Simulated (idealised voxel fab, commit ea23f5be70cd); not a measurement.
Title: Process Module voxel self aligned vias
Each square cell in cross-section cut measures 5 nm, and the section as a whole is 275 nm wide.
Bands, listed from the top down, are how a cross-section gets written in this document; the cross-section itself is a grid of square cells, and a band is one or more rows of them.
Each band's line starts with the height of the band's top and of its bottom, in nm. Then come its materials from left to right, each with its width in nm. One material with "all across" fills the band from edge to edge. "blank" is empty space.
Ref level 0: as-received wafer is one material below here. Bottom band extends down with no lower bound ("0 nm and below").
A width such as "30 to 40" changes by the same amount from each row of cells to the next, from the band's top row to its bottom row.
You'll sometimes find "nothing got changed" written for a step, and that's the way of saying that nowhere in the cross-section did a cell change during that step.
For the entry "Fully sealed cavities", the listed items are empty spaces with no open way to the top whose size is 8 cells or more; each item follows the pattern width x height at distance, where distance is from the left edge and all three are in nm.
after a step's settings: what the simulator itself notes on the step
For masked steps, "overlay nm" on the step line gives how far right of plan the mask actually lay; a minus sign means it lay to the left.

This section lists the process steps that were planned:
- 1: op RECEIVE | material Si
- 2: op CONFORMAL_DEP | material SiO2 | thk nm 15
- 3: op CONFORMAL_DEP | material SiCN | thk nm 5
- 4: op DIRECTIONAL_DEP | material lowk | thk nm 30
- 5: op DIRECTIONAL_DEP | material aC | thk nm 15
- 6: op PATTERN | tone open | mask id LINES | material resist | width nm 20 | pitch nm 60 | thk nm 35 | overlay nm 0
- 7: op DIRECTIONAL_ETCH | etch materials aC | depth nm 15
- 8: op STRIP | etch materials resist
- 9: op DIRECTIONAL_ETCH | etch materials lowk | depth nm 30
- 10: op STRIP | etch materials aC
- 11: op CONFORMAL_DEP | material TiN | thk nm 5
- 12: op FILL_DEP | material W | thk nm 10
- 13: op CMP | height nm 50
- 14: op SELECTIVE_ETCH | etch materials W Ru TiN | depth nm 5
- 15: op FILL_DEP | material SiN | thk nm 5
- 16: op CMP | height nm 50
- 17: op DIRECTIONAL_DEP | material lowk | thk nm 20
- 18: op MASKED_ETCH | tone open | mask id VIAS | width nm 30 | pitch nm 60 | etch materials lowk | depth nm 20 | overlay nm 0
- 19: op MASKED_ETCH | tone open | mask id VIAS | width nm 30 | pitch nm 60 | etch materials SiN | depth nm 5 | overlay nm 0
- 20: op CONFORMAL_DEP | material TiN | thk nm 5
- 21: op FILL_DEP | material Cu | thk nm 10
- 22: op CMP | height nm 70
- 23: op CONFORMAL_DEP | material SiN | thk nm 5

Cross-section of the wafer as it came to us, i.e., already through step 1:
	0 nm and below  Si all across
	Fully sealed cavities: none

Final cross-section, module run with one mistake (start and plan as above):
	75 nm to 70 nm  SiN all across
	70 nm to 50 nm  60 nm lowk, 5 nm TiN, 20 nm lowk, 5 nm TiN, 30 nm lowk, 5 nm TiN, 20 nm lowk, 5 nm TiN, 30 nm lowk, 5 nm TiN, 20 nm lowk, 5 nm TiN, 65 nm lowk
	50 nm to 45 nm  65 nm lowk, 20 nm SiN, 40 nm lowk, 20 nm SiN, 40 nm lowk, 20 nm SiN, 70 nm lowk
	45 nm to 25 nm  65 nm lowk, 5 nm TiN, 10 nm W, 5 nm TiN, 40 nm lowk, 5 nm TiN, 10 nm W, 5 nm TiN, 40 nm lowk, 5 nm TiN, 10 nm W, 5 nm TiN, 70 nm lowk
	25 nm to 20 nm  65 nm lowk, 20 nm TiN, 40 nm lowk, 20 nm TiN, 40 nm lowk, 20 nm TiN, 70 nm lowk
	20 nm to 15 nm  SiCN all across
	15 nm to 0 nm  SiO2 all across
	0 nm and below  Si all across
	Fully sealed cavities: none
Plan not followed: plan steps 17 and 18 run swapped
